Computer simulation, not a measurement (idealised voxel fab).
process module | voxel wiring stack
cross-section cut | 180 nm wide | cells 5 nm
A cross-section is a grid of square cells, given in bands from the top down. A band is one or more rows of cells.
Each band's line starts with the height of the band's top and of its bottom, in nm. Then come its materials from left to right, each with its width in nm. One material with "throughout" fills the band from edge to edge. "air" is empty space.
Height 0 is the level under which the wafer as received is all one material. The lowest band goes on downwards, as in "0 down".
A width such as "30 to 40" changes by the same amount from each row of cells to the next, from the band's top row to its bottom row.
"no change" after a step means that no cell of the cross-section changed.
closed voids: empty space of 8 cells or more with no open way to the top, each as width x height at its distance from the left edge, in nm
after a step's settings: what the simulator itself notes on the step
overlay nm, on a step with a mask: how far to the right of its planned place the mask lay; to the left if negative
plan
1 op RECEIVE | material Si
2 op CONFORMAL_DEP | material SiO2 | thk nm 10
3 op DIRECTIONAL_DEP | material TiN | thk nm 5
4 op DIRECTIONAL_DEP | material Ru | thk nm 20
5 op PATTERN | tone cover | mask id METAL_1 | material resist | width nm 30 | pitch nm 45 | thk nm 15 | overlay nm 0
6 op DIRECTIONAL_ETCH | etch materials Ru | depth nm 20
7 op DIRECTIONAL_ETCH | etch materials TiN | depth nm 5
8 op STRIP | etch materials resist
9 op FILL_DEP | material lowk | thk nm 5
10 op CMP | height nm 35
11 op CONFORMAL_DEP | material SiCN | thk nm 5
12 op DIRECTIONAL_DEP | material lowk | thk nm 15
13 op MASKED_ETCH | tone open | mask id PLUG_1 | width nm 15 | pitch nm 45 | etch materials lowk | depth nm 15 | overlay nm 0
14 op MASKED_ETCH | tone open | mask id PLUG_1 | width nm 15 | pitch nm 45 | etch materials SiCN | depth nm 5 | overlay nm 0
15 op CONFORMAL_DEP | material TiN | thk nm 5
16 op FILL_DEP | material Cu | thk nm 5
17 op CMP | height nm 55
18 op DIRECTIONAL_DEP | material TiN | thk nm 5
19 op DIRECTIONAL_DEP | material W | thk nm 25
20 op DIRECTIONAL_DEP | material aC | thk nm 15
21 op PATTERN | tone cover | mask id METAL_2 | material resist | width nm 30 | pitch nm 45 | thk nm 35 | overlay nm 0
22 op DIRECTIONAL_ETCH | etch materials aC | depth nm 15
23 op STRIP | etch materials resist
24 op DIRECTIONAL_ETCH | etch materials W | depth nm 25
25 op DIRECTIONAL_ETCH | etch materials TiN | depth nm 5
26 op STRIP | etch materials aC
27 op CONFORMAL_DEP | material SiN | thk nm 5
28 op FILL_DEP | material lowk | thk nm 10
29 op CMP | height nm 85
30 op CONFORMAL_DEP | material SiCN | thk nm 5
31 op DIRECTIONAL_DEP | material lowk | thk nm 10
32 op MASKED_ETCH | tone open | mask id PLUG_2 | width nm 15 | etch materials lowk | depth nm 10 | overlay nm 0
33 op MASKED_ETCH | tone open | mask id PLUG_2 | width nm 15 | etch materials SiCN | depth nm 5 | overlay nm 0
34 op EPI | material Ru | thk nm 10
35 op EPI | material Ru | thk nm 5
36 op DIRECTIONAL_DEP | material TiN | thk nm 5
37 op DIRECTIONAL_DEP | material W | thk nm 25
38 op MASKED_ETCH | tone cover | mask id METAL_3 | width nm 30 | pitch nm 45 | etch materials W | depth nm 25 | overlay nm 0
39 op MASKED_ETCH | tone cover | mask id METAL_3 | width nm 30 | pitch nm 45 | etch materials TiN | depth nm 5 | overlay nm 0
40 op FILL_DEP | material lowk | thk nm 5
41 op CMP | height nm 130
42 op CONFORMAL_DEP | material SiN | thk nm 5
first wafer, as planned
as received, after step 1
  0 down: Si throughout
  closed voids: none
after step 2
  10 to 0: SiO2 throughout
  below 0: unchanged
after step 3
  15 to 10: TiN throughout
  below 10: unchanged
after step 4
  35 to 15: Ru throughout
  below 15: unchanged
after step 5
  50 to 35: air 50 | resist 30 | air 15 | resist 30 | air 55
  below 35: unchanged
after step 6
  50 to 35: air 50 | resist 30 | air 15 | resist 30 | air 55
  35 to 15: air 50 | Ru 30 | air 15 | Ru 30 | air 55
  below 15: unchanged
after step 7
  50 to 35: air 50 | resist 30 | air 15 | resist 30 | air 55
  35 to 15: air 50 | Ru 30 | air 15 | Ru 30 | air 55
  15 to 10: air 50 | TiN 30 | air 15 | TiN 30 | air 55
  below 10: unchanged
after step 8
  35 to 15: air 50 | Ru 30 | air 15 | Ru 30 | air 55
  below 15: unchanged
after step 9
  40 to 35: lowk throughout
  35 to 15: lowk 50 | Ru 30 | lowk 15 | Ru 30 | lowk 55
  15 to 10: lowk 50 | TiN 30 | lowk 15 | TiN 30 | lowk 55
  below 10: unchanged
after step 10
  35 to 15: lowk 50 | Ru 30 | lowk 15 | Ru 30 | lowk 55
  below 15: unchanged
after step 11
  40 to 35: SiCN throughout
  below 35: unchanged
after step 12
  55 to 40: lowk throughout
  below 40: unchanged
after step 13
  55 to 40: lowk 50 | air 15 | lowk 30 | air 15 | lowk 70
  below 40: unchanged
after step 14
  55 to 40: lowk 50 | air 15 | lowk 30 | air 15 | lowk 70
  40 to 35: SiCN 50 | air 15 | SiCN 30 | air 15 | SiCN 70
  below 35: unchanged
after step 15
  60 to 55: TiN 55 | air 5 | TiN 40 | air 5 | TiN 75
  55 to 40: lowk 50 | TiN 5 | air 5 | TiN 5 | lowk 30 | TiN 5 | air 5 | TiN 5 | lowk 70
  40 to 35: SiCN 50 | TiN 15 | SiCN 30 | TiN 15 | SiCN 70
  below 35: unchanged
after step 16
  65 to 60: Cu throughout
  60 to 55: TiN 55 | Cu 5 | TiN 40 | Cu 5 | TiN 75
  55 to 40: lowk 50 | TiN 5 | Cu 5 | TiN 5 | lowk 30 | TiN 5 | Cu 5 | TiN 5 | lowk 70
  below 40: unchanged
after step 17
  55 to 40: lowk 50 | TiN 5 | Cu 5 | TiN 5 | lowk 30 | TiN 5 | Cu 5 | TiN 5 | lowk 70
  below 40: unchanged
after step 18
  60 to 55: TiN throughout
  below 55: unchanged
after step 19
  85 to 60: W throughout
  below 60: unchanged
after step 20
  100 to 85: aC throughout
  below 85: unchanged
after step 21
  135 to 100: air 50 | resist 30 | air 15 | resist 30 | air 55
  below 100: unchanged
after step 22
  120 to 100: air 50 | resist 30 | air 15 | resist 30 | air 55
  100 to 85: air 50 | aC 30 | air 15 | aC 30 | air 55
  below 85: unchanged
after step 23
  100 to 85: air 50 | aC 30 | air 15 | aC 30 | air 55
  below 85: unchanged
after step 24
  100 to 85: air 50 | aC 30 | air 15 | aC 30 | air 55
  85 to 60: air 50 | W 30 | air 15 | W 30 | air 55
  below 60: unchanged
after step 25
  100 to 85: air 50 | aC 30 | air 15 | aC 30 | air 55
  85 to 60: air 50 | W 30 | air 15 | W 30 | air 55
  60 to 55: air 50 | TiN 30 | air 15 | TiN 30 | air 55
  below 55: unchanged
after step 26
  85 to 60: air 50 | W 30 | air 15 | W 30 | air 55
  below 60: unchanged
after step 27
  90 to 85: air 45 | SiN 40 | air 5 | SiN 40 | air 50
  85 to 60: air 45 | SiN 5 | W 30 | SiN 5 | air 5 | SiN 5 | W 30 | SiN 5 | air 50
  60 to 55: SiN 50 | TiN 30 | SiN 15 | TiN 30 | SiN 55
  below 55: unchanged
after step 28
  100 to 90: lowk throughout
  90 to 85: lowk 45 | SiN 40 | lowk 5 | SiN 40 | lowk 50
  85 to 60: lowk 45 | SiN 5 | W 30 | SiN 5 | lowk 5 | SiN 5 | W 30 | SiN 5 | lowk 50
  below 60: unchanged
after step 29
  85 to 60: lowk 45 | SiN 5 | W 30 | SiN 5 | lowk 5 | SiN 5 | W 30 | SiN 5 | lowk 50
  below 60: unchanged
after step 30
  90 to 85: SiCN throughout
  below 85: unchanged
after step 31
  100 to 90: lowk throughout
  below 90: unchanged
after step 32
  100 to 90: lowk 50 | air 15 | lowk 115
  below 90: unchanged
after step 33
  100 to 90: lowk 50 | air 15 | lowk 115
  90 to 85: SiCN 50 | air 15 | SiCN 115
  below 85: unchanged
after step 34
  100 to 95: lowk 50 | air 15 | lowk 115
  95 to 90: lowk 50 | Ru 15 | lowk 115
  90 to 85: SiCN 50 | Ru 15 | SiCN 115
  below 85: unchanged
after step 35
  100 to 90: lowk 50 | Ru 15 | lowk 115
  below 90: unchanged
after step 36
  105 to 100: TiN throughout
  below 100: unchanged
after step 37
  130 to 105: W throughout
  below 105: unchanged
after step 38
  130 to 105: air 50 | W 30 | air 15 | W 30 | air 55
  below 105: unchanged
after step 39
  130 to 105: air 50 | W 30 | air 15 | W 30 | air 55
  105 to 100: air 50 | TiN 30 | air 15 | TiN 30 | air 55
  below 100: unchanged
after step 40
  135 to 130: lowk throughout
  130 to 105: lowk 50 | W 30 | lowk 15 | W 30 | lowk 55
  105 to 100: lowk 50 | TiN 30 | lowk 15 | TiN 30 | lowk 55
  below 100: unchanged
after step 41
  130 to 105: lowk 50 | W 30 | lowk 15 | W 30 | lowk 55
  below 105: unchanged
after step 42
  135 to 130: SiN throughout
  below 130: unchanged
second wafer: like start, like plan, one mistake. Through step 30 it matches the first wafer
when step 31 should have ended: no change
when step 32 should have ended: no change
when step 33 should have ended
  90 to 85: SiCN 50 | air 15 | SiCN 115
  below 85: unchanged
when step 34 should have ended
  95 to 90: air 45 | Ru 25 | air 110
  90 to 85: SiCN 50 | Ru 15 | SiCN 115
  below 85: unchanged
when step 35 should have ended
  100 to 90: air 40 | Ru 35 | air 105
  below 90: unchanged
when step 36 should have ended
  105 to 100: air 40 | TiN 35 | air 105
  100 to 95: air 40 | Ru 35 | air 105
  95 to 90: TiN 40 | Ru 35 | TiN 105
  below 90: unchanged
when step 37 should have ended
  130 to 120: air 40 | W 35 | air 105
  120 to 105: W throughout
  105 to 100: W 40 | TiN 35 | W 105
  100 to 95: W 40 | Ru 35 | W 105
  below 95: unchanged
when step 38 should have ended
  130 to 120: air 50 | W 25 | air 105
  120 to 105: air 50 | W 30 | air 15 | W 30 | air 55
  105 to 100: air 40 | TiN 35 | W 5 | air 15 | W 30 | air 55
  100 to 95: air 40 | Ru 35 | W 5 | air 15 | W 30 | air 55
  below 95: unchanged
when step 39 should have ended
  130 to 120: air 50 | W 25 | air 105
  120 to 105: air 50 | W 30 | air 15 | W 30 | air 55
  105 to 100: air 50 | TiN 25 | W 5 | air 15 | W 30 | air 55
  100 to 95: air 40 | Ru 35 | W 5 | air 15 | W 30 | air 55
  95 to 90: air 40 | Ru 35 | TiN 5 | air 15 | TiN 30 | air 55
  below 90: unchanged
when step 40 should have ended
  135 to 130: lowk throughout
  130 to 120: lowk 50 | W 25 | lowk 105
  120 to 105: lowk 50 | W 30 | lowk 15 | W 30 | lowk 55
  105 to 100: lowk 50 | TiN 25 | W 5 | lowk 15 | W 30 | lowk 55
  100 to 95: lowk 40 | Ru 35 | W 5 | lowk 15 | W 30 | lowk 55
  95 to 90: lowk 40 | Ru 35 | TiN 5 | lowk 15 | TiN 30 | lowk 55
  below 90: unchanged
when step 41 should have ended
  130 to 120: lowk 50 | W 25 | lowk 105
  below 120: unchanged
when step 42 should have ended
  135 to 130: SiN throughout
  below 130: unchanged
what went wrong: step 31 was left out
at the end the second wafer has, in cells: 8 more of Ru | 8 fewer of lowk
